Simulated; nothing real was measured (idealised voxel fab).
voxel local oxidation: a process module
In the cross-section labelled cut, the width is 285 nm and each square cell is 5 nm.
Cross-section format: a grid of square cells, given as bands from top to bottom; each band is one or more rows of cells.
Within each band entry, the heights of the top and of the bottom of the band appear first, in that order and in nm; the materials of the band then follow from left to right, each with its corresponding width in nm. The designation "everywhere" on a single material indicates that it fills the band from edge to edge; the designation "empty" indicates empty space.
Height reference: 0 = level under which incoming wafer is all one material. Lowest band: no bottom, runs on downward, e.g. "0 nm and below".
With a width like "30->40", each row of cells in the band differs from the next by the same amount, the top row carrying the first number and the bottom row the second.
Reading "everything unchanged" for a step: not a cell of the cross-section changed in it.
Entry "Closed internal voids" = empty spaces >= 8 cells with no open way to the top; each as width x height at distance, distance from left edge, all nm.
If you see something after the settings on a step's line, that's the simulator's own remark about that step.
overlay nm: how far to the right of its planned place the mask lay on this masked step (negative: to the left).
-- The planned process steps are enumerated hereunder
- 1: RECEIVE: material Si
- 2: CONFORMAL_DEP: material SiO2, thk nm 5
- 3: CONFORMAL_DEP: material SiN, thk nm 10
- 4: MASKED_ETCH: tone cover, mask id ACTIVE, width nm 110, etch materials SiN, depth nm 10, overlay nm 0
- 5: SELECTIVE_ETCH: etch materials SiO2, depth nm 5
- 6: OXIDIZE: depth nm 15
- 7: STRIP: etch materials SiN
-- Of two wafers, the first: run according to plan
-- Cross-section of the wafer as it came to us, i.e., already through step 1
    0 nm and below: Si everywhere
    Closed internal voids: none
-- Upon completion of step 2, the wafer appears in cross-section as shown
    5 nm to 0 nm: SiO2 everywhere
    Below 0, the layers are the same as they were.
-- Upon completion of step 3, the wafer appears in cross-section as shown
    15 nm to 5 nm: SiN everywhere
    Below 5, the layers are the same as they were.
-- Upon completion of step 4, the wafer appears in cross-section as shown
    15 nm to 5 nm: 85 empty; 110 SiN; 90 empty
    Below 5, the layers are the same as they were.
-- Upon completion of step 5, the wafer appears in cross-section as shown
    15 nm to 5 nm: 85 empty; 110 SiN; 90 empty
    5 nm to 0 nm: 90 empty; 100 SiO2; 95 empty
    Below 0, the layers are the same as they were.
-- Upon completion of step 6, the wafer appears in cross-section as shown
    15 nm to 5 nm: 85 empty; 110 SiN; 90 empty
    5 nm to 0 nm: 90 empty; 100 SiO2; 95 empty
    0 nm to -15 nm: 105 SiO2; 70 Si; 110 SiO2
    Below -15, the layers are the same as they were.
-- Upon completion of step 7, the wafer appears in cross-section as shown
    5 nm to 0 nm: 90 empty; 100 SiO2; 95 empty
    Below 0, the layers are the same as they were.
-- Wafer two. Same start, same plan, one slip in execution. Same as wafer one through step 3, inclusive
-- Second wafer, cross-section, planned end of step 4
    15 nm to 5 nm: 80 empty; 120 SiN; 85 empty
    Below 5, the layers are the same as they were.
-- Second wafer, cross-section, planned end of step 5
    15 nm to 5 nm: 80 empty; 120 SiN; 85 empty
    5 nm to 0 nm: 85 empty; 110 SiO2; 90 empty
    Below 0, the layers are the same as they were.
-- Second wafer, cross-section, planned end of step 6
    15 nm to 5 nm: 80 empty; 120 SiN; 85 empty
    5 nm to 0 nm: 85 empty; 110 SiO2; 90 empty
    0 nm to -15 nm: 100 SiO2; 80 Si; 105 SiO2
    Below -15, the layers are the same as they were.
-- Second wafer, cross-section, planned end of step 7
    5 nm to 0 nm: 85 empty; 110 SiO2; 90 empty
    Below 0, the layers are the same as they were.
The plan and the run diverged here: step 4 changed vs plan, executed as MASKED_ETCH: tone cover, mask id ACTIVE, width nm 120, etch materials SiN, depth nm 10, overlay nm 0
The second wafer ends with more or fewer cells of some materials than the first, per final count: +6 Si, -4 SiO2
